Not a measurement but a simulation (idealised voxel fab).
voxel tone inversion: a process module
Cross-section cut: width 225 nm, square cells of 5 nm.
In this document a cross-section is written as a grid of square cells. It is given as a series of bands, listed from the top down, and a band is one or more rows of cells. The entry gives the band's vertical extent as a top height and a bottom height in nm, then its horizontal make-up as materials from left to right, each with a width in nm. "empty" stands for empty space; a single material marked "everywhere" fills the band edge to edge. The level at which height equals 0 is the one under which the wafer, as it arrives, is entirely one material. No lower edge exists for the bottom band, which continues downward and is notated as in "0 and below". Width: "30..40" (first number = top row, second number = bottom row, same change from row to row of cells). Basically "changes: none" means that step didn't change any cell in the cross-section. In "Voids, sealed" the enclosed voids are listed, meaning empty spaces of 8 cells or larger without any opening to the top. The form is width x height at distance, distance from the left edge, units nm. On a step's line, text after the settings is the simulator commenting on that step. The "overlay nm" setting may appear on a step's line; for a step that uses a mask, it gives how far to the right of its planned position the mask lay, and a negative value indicates the left.

THESE ARE THE STEPS WE PLANNED FOR THE PROCESS
1. RECEIVE | material Si
2. CONFORMAL_DEP | material SiCN | thk nm 10
3. DIRECTIONAL_DEP | material aC | thk nm 15
4. PATTERN | tone cover | mask id POSTS | material resist | width nm 20 | pitch nm 40 | thk nm 20 | overlay nm 0
5. DIRECTIONAL_ETCH | etch materials aC | depth nm 15
6. STRIP | etch materials resist
7. FILL_DEP | material SiO2 | thk nm 10
8. CMP | height nm 25
9. STRIP | etch materials aC
10. CONFORMAL_DEP | material TiN | thk nm 5
11. FILL_DEP | material W | thk nm 10
12. CMP | height nm 25
13. CONFORMAL_DEP | material SiN | thk nm 5

SHOWN IN CROSS-SECTION IS THE WAFER AS RECEIVED, THAT IS, AS IT STANDS AFTER STEP 1
> 0 and below  Si everywhere
> Voids, sealed: none

SAME STARTING WAFER, SAME PLAN AS ABOVE, ONE MISTAKE IN THE EXECUTION; THIS IS THE CROSS-SECTION AT THE END OF THE MODULE
> 30 down to 25  SiN everywhere
> 25 down to 15  SiCN everywhere
> 15 down to 0  aC everywhere
> 0 and below  Si everywhere
> Voids, sealed: none
The mistake made against the process plan was this: steps 2 and 3: order swapped relative to plan
